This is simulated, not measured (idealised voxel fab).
The name of this process module is voxel self aligned vias.
The width of the displayed cross-section, cut, is 285 nm; its cells are square, with a size of 5 nm.
Each cross-section below is a grid of square cells, stated as bands in top-down order, with one or more rows of cells making up each band.
Read a band's entry like this: the first values are the height of its top and the height of its bottom in nm, and what follows is the sequence of materials from left to right, each with its width in nm. Note that "air" is empty space, and that a single material marked "everywhere" reaches across the band from edge to edge.
Height is counted from the level 0, under which the received wafer is composed throughout of one material. The lowest of the bands is not closed at the bottom but continues downward, in the notation "0 down".
Width spec "30..40" -> top row of cells at first value, bottom row at second value, equal per-row change in between.
Where the words "nothing changed" appear for a step, the cross-section shows no cell changed by that step; every cell remained as before.
Empty spaces without an open route to the top, at least 8 cells in extent, make up the entry "Enclosed cavities"; each is given as width x height at distance, where the distance is measured from the left edge, and all are in nm.
Heads up: the bit after the settings on a step's line is the simulator's remark on that step.
Regarding "overlay nm": on a step with a mask, it is the distance the mask lay to the right of its planned place; a negative value places it to the left.
### The following list gives the planned process steps
1) RECEIVE with material Si
2) CONFORMAL_DEP with material SiO2, thk nm 15
3) CONFORMAL_DEP with material SiCN, thk nm 5
4) DIRECTIONAL_DEP with material SiO2, thk nm 25
5) DIRECTIONAL_DEP with material aC, thk nm 10
6) PATTERN with tone open, mask id LINES, material resist, width nm 20, pitch nm 55, thk nm 30, overlay nm 0
7) DIRECTIONAL_ETCH with etch materials aC, depth nm 10
8) STRIP with etch materials resist
9) DIRECTIONAL_ETCH with etch materials SiO2, depth nm 25
10) STRIP with etch materials aC
11) CONFORMAL_DEP with material TiN, thk nm 5
12) FILL_DEP with material Ru, thk nm 5
13) CMP with height nm 45
14) SELECTIVE_ETCH with etch materials W Ru TiN, depth nm 10
15) FILL_DEP with material SiN, thk nm 10
16) CMP with height nm 45
17) DIRECTIONAL_DEP with material SiO2, thk nm 20
18) PATTERN with tone open, mask id VIAS, material resist, width nm 30, pitch nm 55, thk nm 15, overlay nm 0
19) DIRECTIONAL_ETCH with etch materials SiO2, depth nm 20
20) DIRECTIONAL_ETCH with etch materials SiN, depth nm 10
21) STRIP with etch materials resist
22) CONFORMAL_DEP with material TiN, thk nm 5
23) FILL_DEP with material W, thk nm 10
24) CMP with height nm 65
25) CONFORMAL_DEP with material SiN, thk nm 5
### So, the first of our two wafers, run just as we planned it
### Here's what the wafer looked like in cross-section when it arrived - that's after step 1
    0 down  Si everywhere
    Enclosed cavities: none
### after step 2
    15 to 0  SiO2 everywhere
    Below 0, no change.
### after step 3
    20 to 15  SiCN everywhere
    Below 15, no change.
### after step 4
    45 to 20  SiO2 everywhere
    Below 20, no change.
### after step 5
    55 to 45  aC everywhere
    Below 45, no change.
### after step 6
    85 to 55  resist 75 nm; air 20 nm; resist 35 nm; air 20 nm; resist 35 nm; air 20 nm; resist 80 nm
    Below 55, no change.
### after step 7
    75 to 55  resist 75 nm; air 20 nm; resist 35 nm; air 20 nm; resist 35 nm; air 20 nm; resist 80 nm
    55 to 45  aC 75 nm; air 20 nm; aC 35 nm; air 20 nm; aC 35 nm; air 20 nm; aC 80 nm
    Below 45, no change.
### after step 8
    55 to 45  aC 75 nm; air 20 nm; aC 35 nm; air 20 nm; aC 35 nm; air 20 nm; aC 80 nm
    Below 45, no change.
### after step 9
    55 to 45  aC 75 nm; air 20 nm; aC 35 nm; air 20 nm; aC 35 nm; air 20 nm; aC 80 nm
    45 to 20  SiO2 75 nm; air 20 nm; SiO2 35 nm; air 20 nm; SiO2 35 nm; air 20 nm; SiO2 80 nm
    Below 20, no change.
### after step 10
    45 to 20  SiO2 75 nm; air 20 nm; SiO2 35 nm; air 20 nm; SiO2 35 nm; air 20 nm; SiO2 80 nm
    Below 20, no change.
### after step 11
    50 to 45  TiN 80 nm; air 10 nm; TiN 45 nm; air 10 nm; TiN 45 nm; air 10 nm; TiN 85 nm
    45 to 25  SiO2 75 nm; TiN 5 nm; air 10 nm; TiN 5 nm; SiO2 35 nm; TiN 5 nm; air 10 nm; TiN 5 nm; SiO2 35 nm; TiN 5 nm; air 10 nm; TiN 5 nm; SiO2 80 nm
    25 to 20  SiO2 75 nm; TiN 20 nm; SiO2 35 nm; TiN 20 nm; SiO2 35 nm; TiN 20 nm; SiO2 80 nm
    Below 20, no change.
### after step 12
    55 to 50  Ru everywhere
    50 to 45  TiN 80 nm; Ru 10 nm; TiN 45 nm; Ru 10 nm; TiN 45 nm; Ru 10 nm; TiN 85 nm
    45 to 25  SiO2 75 nm; TiN 5 nm; Ru 10 nm; TiN 5 nm; SiO2 35 nm; TiN 5 nm; Ru 10 nm; TiN 5 nm; SiO2 35 nm; TiN 5 nm; Ru 10 nm; TiN 5 nm; SiO2 80 nm
    Below 25, no change.
### after step 13
    45 to 25  SiO2 75 nm; TiN 5 nm; Ru 10 nm; TiN 5 nm; SiO2 35 nm; TiN 5 nm; Ru 10 nm; TiN 5 nm; SiO2 35 nm; TiN 5 nm; Ru 10 nm; TiN 5 nm; SiO2 80 nm
    Below 25, no change.
### after step 14
    45 to 35  SiO2 75 nm; air 20 nm; SiO2 35 nm; air 20 nm; SiO2 35 nm; air 20 nm; SiO2 80 nm
    Below 35, no change.
### after step 15
    55 to 45  SiN everywhere
    45 to 35  SiO2 75 nm; SiN 20 nm; SiO2 35 nm; SiN 20 nm; SiO2 35 nm; SiN 20 nm; SiO2 80 nm
    Below 35, no change.
### after step 16
    45 to 35  SiO2 75 nm; SiN 20 nm; SiO2 35 nm; SiN 20 nm; SiO2 35 nm; SiN 20 nm; SiO2 80 nm
    Below 35, no change.
### after step 17
    65 to 45  SiO2 everywhere
    Below 45, no change.
### after step 18
    80 to 65  resist 70 nm; air 30 nm; resist 25 nm; air 30 nm; resist 25 nm; air 30 nm; resist 75 nm
    Below 65, no change.
### after step 19
    80 to 65  resist 70 nm; air 30 nm; resist 25 nm; air 30 nm; resist 25 nm; air 30 nm; resist 75 nm
    65 to 45  SiO2 70 nm; air 30 nm; SiO2 25 nm; air 30 nm; SiO2 25 nm; air 30 nm; SiO2 75 nm
    Below 45, no change.
### after step 20
    80 to 65  resist 70 nm; air 30 nm; resist 25 nm; air 30 nm; resist 25 nm; air 30 nm; resist 75 nm
    65 to 45  SiO2 70 nm; air 30 nm; SiO2 25 nm; air 30 nm; SiO2 25 nm; air 30 nm; SiO2 75 nm
    45 to 35  SiO2 75 nm; air 20 nm; SiO2 35 nm; air 20 nm; SiO2 35 nm; air 20 nm; SiO2 80 nm
    Below 35, no change.
### after step 21
    65 to 45  SiO2 70 nm; air 30 nm; SiO2 25 nm; air 30 nm; SiO2 25 nm; air 30 nm; SiO2 75 nm
    Below 45, no change.
### after step 22
    70 to 65  TiN 75 nm; air 20 nm; TiN 35 nm; air 20 nm; TiN 35 nm; air 20 nm; TiN 80 nm
    65 to 50  SiO2 70 nm; TiN 5 nm; air 20 nm; TiN 5 nm; SiO2 25 nm; TiN 5 nm; air 20 nm; TiN 5 nm; SiO2 25 nm; TiN 5 nm; air 20 nm; TiN 5 nm; SiO2 75 nm
    50 to 40  SiO2 70..75 nm; TiN 10..5 nm; air 10 nm; TiN 10..5 nm; SiO2 25..35 nm; TiN 10..5 nm; air 10 nm; TiN 10..5 nm; SiO2 25..35 nm; TiN 10..5 nm; air 10 nm; TiN 10..5 nm; SiO2 75..80 nm
    40 to 35  SiO2 75 nm; TiN 20 nm; SiO2 35 nm; TiN 20 nm; SiO2 35 nm; TiN 20 nm; SiO2 80 nm
    Below 35, no change.
### after step 23
    80 to 70  W everywhere
    70 to 65  TiN 75 nm; W 20 nm; TiN 35 nm; W 20 nm; TiN 35 nm; W 20 nm; TiN 80 nm
    65 to 50  SiO2 70 nm; TiN 5 nm; W 20 nm; TiN 5 nm; SiO2 25 nm; TiN 5 nm; W 20 nm; TiN 5 nm; SiO2 25 nm; TiN 5 nm; W 20 nm; TiN 5 nm; SiO2 75 nm
    50 to 40  SiO2 70..75 nm; TiN 10..5 nm; W 10 nm; TiN 10..5 nm; SiO2 25..35 nm; TiN 10..5 nm; W 10 nm; TiN 10..5 nm; SiO2 25..35 nm; TiN 10..5 nm; W 10 nm; TiN 10..5 nm; SiO2 75..80 nm
    Below 40, no change.
### after step 24
    65 to 50  SiO2 70 nm; TiN 5 nm; W 20 nm; TiN 5 nm; SiO2 25 nm; TiN 5 nm; W 20 nm; TiN 5 nm; SiO2 25 nm; TiN 5 nm; W 20 nm; TiN 5 nm; SiO2 75 nm
    Below 50, no change.
### after step 25
    70 to 65  SiN everywhere
    Below 65, no change.
### Second of two: same start, same plan, one run error; steps up to and including 17 match the first
### Look at the second wafer in cross-section at the time step 18 ought to have finished
    80 to 65  resist 60 nm; air 30 nm; resist 25 nm; air 30 nm; resist 25 nm; air 30 nm; resist 85 nm
    Below 65, no change.
### Look at the second wafer in cross-section at the time step 19 ought to have finished
    80 to 65  resist 60 nm; air 30 nm; resist 25 nm; air 30 nm; resist 25 nm; air 30 nm; resist 85 nm
    65 to 45  SiO2 60 nm; air 30 nm; SiO2 25 nm; air 30 nm; SiO2 25 nm; air 30 nm; SiO2 85 nm
    Below 45, no change.
### Look at the second wafer in cross-section at the time step 20 ought to have finished
    80 to 65  resist 60 nm; air 30 nm; resist 25 nm; air 30 nm; resist 25 nm; air 30 nm; resist 85 nm
    65 to 45  SiO2 60 nm; air 30 nm; SiO2 25 nm; air 30 nm; SiO2 25 nm; air 30 nm; SiO2 85 nm
    45 to 35  SiO2 75 nm; air 15 nm; SiN 5 nm; SiO2 35 nm; air 15 nm; SiN 5 nm; SiO2 35 nm; air 15 nm; SiN 5 nm; SiO2 80 nm
    Below 35, no change.
### Look at the second wafer in cross-section at the time step 21 ought to have finished
    65 to 45  SiO2 60 nm; air 30 nm; SiO2 25 nm; air 30 nm; SiO2 25 nm; air 30 nm; SiO2 85 nm
    Below 45, no change.
### Look at the second wafer in cross-section at the time step 22 ought to have finished
    70 to 65  TiN 65 nm; air 20 nm; TiN 35 nm; air 20 nm; TiN 35 nm; air 20 nm; TiN 90 nm
    65 to 50  SiO2 60 nm; TiN 5 nm; air 20 nm; TiN 5 nm; SiO2 25 nm; TiN 5 nm; air 20 nm; TiN 5 nm; SiO2 25 nm; TiN 5 nm; air 20 nm; TiN 5 nm; SiO2 85 nm
    50 to 45  SiO2 60 nm; TiN 20 nm; air 5 nm; TiN 5 nm; SiO2 25 nm; TiN 20 nm; air 5 nm; TiN 5 nm; SiO2 25 nm; TiN 20 nm; air 5 nm; TiN 5 nm; SiO2 85 nm
    45 to 40  SiO2 75 nm; TiN 5 nm; air 5 nm; TiN 5 nm; SiN 5 nm; SiO2 35 nm; TiN 5 nm; air 5 nm; TiN 5 nm; SiN 5 nm; SiO2 35 nm; TiN 5 nm; air 5 nm; TiN 5 nm; SiN 5 nm; SiO2 80 nm
    40 to 35  SiO2 75 nm; TiN 15 nm; SiN 5 nm; SiO2 35 nm; TiN 15 nm; SiN 5 nm; SiO2 35 nm; TiN 15 nm; SiN 5 nm; SiO2 80 nm
    Below 35, no change.
### Look at the second wafer in cross-section at the time step 23 ought to have finished
    80 to 70  W everywhere
    70 to 65  TiN 65 nm; W 20 nm; TiN 35 nm; W 20 nm; TiN 35 nm; W 20 nm; TiN 90 nm
    65 to 50  SiO2 60 nm; TiN 5 nm; W 20 nm; TiN 5 nm; SiO2 25 nm; TiN 5 nm; W 20 nm; TiN 5 nm; SiO2 25 nm; TiN 5 nm; W 20 nm; TiN 5 nm; SiO2 85 nm
    50 to 45  SiO2 60 nm; TiN 20 nm; W 5 nm; TiN 5 nm; SiO2 25 nm; TiN 20 nm; W 5 nm; TiN 5 nm; SiO2 25 nm; TiN 20 nm; W 5 nm; TiN 5 nm; SiO2 85 nm
    45 to 40  SiO2 75 nm; TiN 5 nm; W 5 nm; TiN 5 nm; SiN 5 nm; SiO2 35 nm; TiN 5 nm; W 5 nm; TiN 5 nm; SiN 5 nm; SiO2 35 nm; TiN 5 nm; W 5 nm; TiN 5 nm; SiN 5 nm; SiO2 80 nm
    Below 40, no change.
### Look at the second wafer in cross-section at the time step 24 ought to have finished
    65 to 50  SiO2 60 nm; TiN 5 nm; W 20 nm; TiN 5 nm; SiO2 25 nm; TiN 5 nm; W 20 nm; TiN 5 nm; SiO2 25 nm; TiN 5 nm; W 20 nm; TiN 5 nm; SiO2 85 nm
    Below 50, no change.
### Look at the second wafer in cross-section at the time step 25 ought to have finished
    70 to 65  SiN everywhere
    Below 65, no change.
what went wrong: step 18, actual vs plan mismatch, actual run PATTERN with tone open, mask id VIAS, material resist, width nm 30, pitch nm 55, thk nm 15, overlay nm -10
Upon completion, the second wafer contains, in terms of cells, a greater or smaller amount of certain materials than the first wafer: 6 more of SiN | 6 fewer of W
